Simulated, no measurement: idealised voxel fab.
The following is a process module called voxel trench capacitor.
Section shown: cut. Width: 175 nm. Cell size: 5 nm, square.
A cross-section is a grid of square cells, given in bands from the top down. A band is one or more rows of cells. Band entry format. Leading values: height of top, height of bottom, nm. Remainder: materials in left-to-right order, each with its width in nm. Special words: "everywhere" on a single material, which then fills the band edge to edge; "empty", empty space. Below 0: as-received wafer, all one material; heights counted from there. Lowest band: no bottom, goes on down, written "0 and below". A two-number width, for instance "30..40", indicates that the width is equal to the first number in the top row of the band and to the second number in the bottom row, and that it changes by a constant amount per row of cells. A step reported as "nothing altered" is a step in which no cell of the cross-section changed. This entry, "Closed cavities", enumerates those empty regions of no fewer than 8 cells that possess no open connection to the top. Each region is reported in the form width x height at distance, the distance being taken from the left edge, with all three quantities expressed in nm. The remark found on a step's line after its settings is issued by the simulator itself and pertains to that step. overlay nm: mask offset rightward from planned place, masked step; negative means leftward offset.

This section lists the process steps that were planned
1 RECEIVE,material Si
2 CONFORMAL_DEP,material SiN,thk nm 10
3 DIRECTIONAL_DEP,material aC,thk nm 15
4 PATTERN,tone open,mask id TRENCH,material resist,width nm 25,pitch nm 40,thk nm 30,overlay nm 0
5 DIRECTIONAL_ETCH,etch materials aC,depth nm 15
6 STRIP,etch materials resist
7 DIRECTIONAL_ETCH,etch materials SiN,depth nm 10
8 DIRECTIONAL_ETCH,etch materials Si,depth nm 35
9 STRIP,etch materials aC
10 CONFORMAL_DEP,material Al2O3,thk nm 5
11 CONFORMAL_DEP,material TiN,thk nm 5
12 FILL_DEP,material W,thk nm 10
13 CMP,height nm 10

As received (post step 1): cross-section
0 and below: Si everywhere
Closed cavities: none

Run as planned - first of the two wafers cross-sectioned at the end of the module
10 down to 0: SiN 35 nm  Al2O3 5 nm  TiN 5 nm  W 5 nm  TiN 5 nm  Al2O3 5 nm  SiN 15 nm  Al2O3 5 nm  TiN 5 nm  W 5 nm  TiN 5 nm  Al2O3 5 nm  SiN 15 nm  Al2O3 5 nm  TiN 5 nm  W 5 nm  TiN 5 nm  Al2O3 5 nm  SiN 35 nm
0 down to -25: Si 35 nm  Al2O3 5 nm  TiN 5 nm  W 5 nm  TiN 5 nm  Al2O3 5 nm  Si 15 nm  Al2O3 5 nm  TiN 5 nm  W 5 nm  TiN 5 nm  Al2O3 5 nm  Si 15 nm  Al2O3 5 nm  TiN 5 nm  W 5 nm  TiN 5 nm  Al2O3 5 nm  Si 35 nm
-25 down to -30: Si 35 nm  Al2O3 5 nm  TiN 15 nm  Al2O3 5 nm  Si 15 nm  Al2O3 5 nm  TiN 15 nm  Al2O3 5 nm  Si 15 nm  Al2O3 5 nm  TiN 15 nm  Al2O3 5 nm  Si 35 nm
-30 down to -35: Si 35 nm  Al2O3 25 nm  Si 15 nm  Al2O3 25 nm  Si 15 nm  Al2O3 25 nm  Si 35 nm
-35 and below: Si everywhere
Closed cavities: none

Second of two wafers, module complete, sectioned: it shares the first wafer's start and plan but was run with one mistake
10 down to 0: SiN 35 nm  Al2O3 5 nm  TiN 5 nm  aC 5 nm  TiN 5 nm  Al2O3 5 nm  SiN 15 nm  Al2O3 5 nm  TiN 5 nm  aC 5 nm  TiN 5 nm  Al2O3 5 nm  SiN 15 nm  Al2O3 5 nm  TiN 5 nm  aC 5 nm  TiN 5 nm  Al2O3 5 nm  SiN 35 nm
0 down to -25: Si 35 nm  Al2O3 5 nm  TiN 5 nm  aC 5 nm  TiN 5 nm  Al2O3 5 nm  Si 15 nm  Al2O3 5 nm  TiN 5 nm  aC 5 nm  TiN 5 nm  Al2O3 5 nm  Si 15 nm  Al2O3 5 nm  TiN 5 nm  aC 5 nm  TiN 5 nm  Al2O3 5 nm  Si 35 nm
-25 down to -30: Si 35 nm  Al2O3 5 nm  TiN 15 nm  Al2O3 5 nm  Si 15 nm  Al2O3 5 nm  TiN 15 nm  Al2O3 5 nm  Si 15 nm  Al2O3 5 nm  TiN 15 nm  Al2O3 5 nm  Si 35 nm
-30 down to -35: Si 35 nm  Al2O3 25 nm  Si 15 nm  Al2O3 25 nm  Si 15 nm  Al2O3 25 nm  Si 35 nm
-35 and below: Si everywhere
Closed cavities: none
Finding, execution versus plan: step 12 was processed under conditions differing from the plan, specifically as FILL_DEP,material aC,thk nm 10
FYI, end of process, the second wafer has more or fewer cells of some materials than the first: -21 W, +21 aC
